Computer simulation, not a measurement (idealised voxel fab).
The name of this process module is voxel air gaps.
Each square cell in cross-section cut measures 5 nm, and the section as a whole is 165 nm wide.
Cross-section, as written here: a square-cell grid given band by band from the top down, where a band holds one or more rows of cells.
Within each band entry, the heights of the top and of the bottom of the band appear first, in that order and in nm; the materials of the band then follow from left to right, each with its corresponding width in nm. The designation "throughout" on a single material indicates that it fills the band from edge to edge; the designation "air" indicates empty space.
Note: height 0 marks the level under which the wafer is uniformly one material as received. Lowest band unbounded below, written "from 0 down".
Width "30->40": first value at the band's top row of cells, second value at its bottom row, equal change from row to row.
For the purposes of this document, the phrase "no change" attached to a step denotes that no cell within the cross-section was modified by that step.
If an empty space has no open way to the top and is at least 8 cells in size, "Enclosed empty spaces" lists it, written width x height at distance, where distance is measured from the left edge and every value is in nm.
Whatever follows a step's settings on its line is a remark the simulator itself makes about that step.
On any step carrying a mask, the "overlay nm" setting, if present on the step's line, tells how far right of its planned place the mask lay; negative values point to the left.
The planned process steps are enumerated hereunder:
1. op RECEIVE | material Si
2. op CONFORMAL_DEP | material SiO2 | thk nm 10
3. op CONFORMAL_DEP | material SiN | thk nm 5
4. op DIRECTIONAL_DEP | material lowk | thk nm 35
5. op PATTERN | tone open | mask id LINES | material resist | width nm 15 | pitch nm 45 | thk nm 20 | overlay nm 0
6. op DIRECTIONAL_ETCH | etch materials lowk | depth nm 35
7. op STRIP | etch materials resist
8. op CONFORMAL_DEP | material TiN | thk nm 5
9. op FILL_DEP | material Ru | thk nm 5
10. op CMP | height nm 50
11. op EPI | material Ru | thk nm 10
12. op SELECTIVE_ETCH | etch materials lowk | depth nm 45
13. op CONFORMAL_DEP | material SiCN | thk nm 5
First of two wafers, processed according to plan:
Received-state cross-section, reflecting completion of step 1:
- from 0 down | Si throughout
- Enclosed empty spaces: none
Cross-section through the wafer, step 2 finished:
- from 10 to 0 | SiO2 throughout
- Note: structure below 0 unchanged.
Cross-section through the wafer, step 3 finished:
- from 15 to 10 | SiN throughout
- Note: structure below 10 unchanged.
Cross-section through the wafer, step 4 finished:
- from 50 to 15 | lowk throughout
- Note: structure below 15 unchanged.
Cross-section through the wafer, step 5 finished:
- from 70 to 50 | resist (30); air (15); resist (30); air (15); resist (30); air (15); resist (30)
- Note: structure below 50 unchanged.
Cross-section through the wafer, step 6 finished:
- from 70 to 50 | resist (30); air (15); resist (30); air (15); resist (30); air (15); resist (30)
- from 50 to 15 | lowk (30); air (15); lowk (30); air (15); lowk (30); air (15); lowk (30)
- Note: structure below 15 unchanged.
Cross-section through the wafer, step 7 finished:
- from 50 to 15 | lowk (30); air (15); lowk (30); air (15); lowk (30); air (15); lowk (30)
- Note: structure below 15 unchanged.
Cross-section through the wafer, step 8 finished:
- from 55 to 50 | TiN (35); air (5); TiN (40); air (5); TiN (40); air (5); TiN (35)
- from 50 to 20 | lowk (30); TiN (5); air (5); TiN (5); lowk (30); TiN (5); air (5); TiN (5); lowk (30); TiN (5); air (5); TiN (5); lowk (30)
- from 20 to 15 | lowk (30); TiN (15); lowk (30); TiN (15); lowk (30); TiN (15); lowk (30)
- Note: structure below 15 unchanged.
Cross-section through the wafer, step 9 finished:
- from 60 to 55 | Ru throughout
- from 55 to 50 | TiN (35); Ru (5); TiN (40); Ru (5); TiN (40); Ru (5); TiN (35)
- from 50 to 20 | lowk (30); TiN (5); Ru (5); TiN (5); lowk (30); TiN (5); Ru (5); TiN (5); lowk (30); TiN (5); Ru (5); TiN (5); lowk (30)
- Note: structure below 20 unchanged.
Cross-section through the wafer, step 10 finished:
- from 50 to 20 | lowk (30); TiN (5); Ru (5); TiN (5); lowk (30); TiN (5); Ru (5); TiN (5); lowk (30); TiN (5); Ru (5); TiN (5); lowk (30)
- Note: structure below 20 unchanged.
Cross-section through the wafer, step 11 finished:
- from 60 to 50 | air (20); Ru (35); air (10); Ru (35); air (10); Ru (35); air (20)
- Note: structure below 50 unchanged.
Cross-section through the wafer, step 12 finished:
- from 60 to 50 | air (20); Ru (35); air (10); Ru (35); air (10); Ru (35); air (20)
- from 50 to 20 | air (30); TiN (5); Ru (5); TiN (5); air (30); TiN (5); Ru (5); TiN (5); air (30); TiN (5); Ru (5); TiN (5); air (30)
- from 20 to 15 | air (30); TiN (15); air (30); TiN (15); air (30); TiN (15); air (30)
- Note: structure below 15 unchanged.
Cross-section through the wafer, step 13 finished:
- from 65 to 60 | air (15); SiCN (135); air (15)
- from 60 to 50 | air (15); SiCN (5); Ru (35); SiCN (10); Ru (35); SiCN (10); Ru (35); SiCN (5); air (15)
- from 50 to 45 | air (15); SiCN (15); TiN (5); Ru (5); TiN (5); SiCN (30); TiN (5); Ru (5); TiN (5); SiCN (30); TiN (5); Ru (5); TiN (5); SiCN (15); air (15)
- from 45 to 20 | air (25); SiCN (5); TiN (5); Ru (5); TiN (5); SiCN (5); air (20); SiCN (5); TiN (5); Ru (5); TiN (5); SiCN (5); air (20); SiCN (5); TiN (5); Ru (5); TiN (5); SiCN (5); air (25)
- from 20 to 15 | SiCN (30); TiN (15); SiCN (30); TiN (15); SiCN (30); TiN (15); SiCN (30)
- Note: structure below 15 unchanged.
- Enclosed empty spaces: 20 x 25 at 50; 20 x 25 at 95
Second wafer. Start and plan as for the first. One mistake made in running. Agrees with the first up to and including step 1:
Look at the second wafer in cross-section at the time step 2 ought to have finished:
- from 5 to 0 | SiN throughout
- Note: structure below 0 unchanged.
Look at the second wafer in cross-section at the time step 3 ought to have finished:
- from 15 to 5 | SiO2 throughout
- Note: structure below 5 unchanged.
Look at the second wafer in cross-section at the time step 4 ought to have finished:
- from 50 to 15 | lowk throughout
- Note: structure below 15 unchanged.
Look at the second wafer in cross-section at the time step 5 ought to have finished:
- from 70 to 50 | resist (30); air (15); resist (30); air (15); resist (30); air (15); resist (30)
- Note: structure below 50 unchanged.
Look at the second wafer in cross-section at the time step 6 ought to have finished:
- from 70 to 50 | resist (30); air (15); resist (30); air (15); resist (30); air (15); resist (30)
- from 50 to 15 | lowk (30); air (15); lowk (30); air (15); lowk (30); air (15); lowk (30)
- Note: structure below 15 unchanged.
Look at the second wafer in cross-section at the time step 7 ought to have finished:
- from 50 to 15 | lowk (30); air (15); lowk (30); air (15); lowk (30); air (15); lowk (30)
- Note: structure below 15 unchanged.
Look at the second wafer in cross-section at the time step 8 ought to have finished:
- from 55 to 50 | TiN (35); air (5); TiN (40); air (5); TiN (40); air (5); TiN (35)
- from 50 to 20 | lowk (30); TiN (5); air (5); TiN (5); lowk (30); TiN (5); air (5); TiN (5); lowk (30); TiN (5); air (5); TiN (5); lowk (30)
- from 20 to 15 | lowk (30); TiN (15); lowk (30); TiN (15); lowk (30); TiN (15); lowk (30)
- Note: structure below 15 unchanged.
Look at the second wafer in cross-section at the time step 9 ought to have finished:
- from 60 to 55 | Ru throughout
- from 55 to 50 | TiN (35); Ru (5); TiN (40); Ru (5); TiN (40); Ru (5); TiN (35)
- from 50 to 20 | lowk (30); TiN (5); Ru (5); TiN (5); lowk (30); TiN (5); Ru (5); TiN (5); lowk (30); TiN (5); Ru (5); TiN (5); lowk (30)
- Note: structure below 20 unchanged.
Look at the second wafer in cross-section at the time step 10 ought to have finished:
- from 50 to 20 | lowk (30); TiN (5); Ru (5); TiN (5); lowk (30); TiN (5); Ru (5); TiN (5); lowk (30); TiN (5); Ru (5); TiN (5); lowk (30)
- Note: structure below 20 unchanged.
Look at the second wafer in cross-section at the time step 11 ought to have finished:
- from 60 to 50 | air (20); Ru (35); air (10); Ru (35); air (10); Ru (35); air (20)
- Note: structure below 50 unchanged.
Look at the second wafer in cross-section at the time step 12 ought to have finished:
- from 60 to 50 | air (20); Ru (35); air (10); Ru (35); air (10); Ru (35); air (20)
- from 50 to 20 | air (30); TiN (5); Ru (5); TiN (5); air (30); TiN (5); Ru (5); TiN (5); air (30); TiN (5); Ru (5); TiN (5); air (30)
- from 20 to 15 | air (30); TiN (15); air (30); TiN (15); air (30); TiN (15); air (30)
- Note: structure below 15 unchanged.
Look at the second wafer in cross-section at the time step 13 ought to have finished:
- from 65 to 60 | air (15); SiCN (135); air (15)
- from 60 to 50 | air (15); SiCN (5); Ru (35); SiCN (10); Ru (35); SiCN (10); Ru (35); SiCN (5); air (15)
- from 50 to 45 | air (15); SiCN (15); TiN (5); Ru (5); TiN (5); SiCN (30); TiN (5); Ru (5); TiN (5); SiCN (30); TiN (5); Ru (5); TiN (5); SiCN (15); air (15)
- from 45 to 20 | air (25); SiCN (5); TiN (5); Ru (5); TiN (5); SiCN (5); air (20); SiCN (5); TiN (5); Ru (5); TiN (5); SiCN (5); air (20); SiCN (5); TiN (5); Ru (5); TiN (5); SiCN (5); air (25)
- from 20 to 15 | SiCN (30); TiN (15); SiCN (30); TiN (15); SiCN (30); TiN (15); SiCN (30)
- Note: structure below 15 unchanged.
- Enclosed empty spaces: 20 x 25 at 50; 20 x 25 at 95
It is concluded that the wafer was processed incorrectly with respect to the plan, in that swap of plan steps 2 and 3 during execution
When the process is done, the second wafer contains the same cell count of every material as the first wafer, but distributed over other locations.
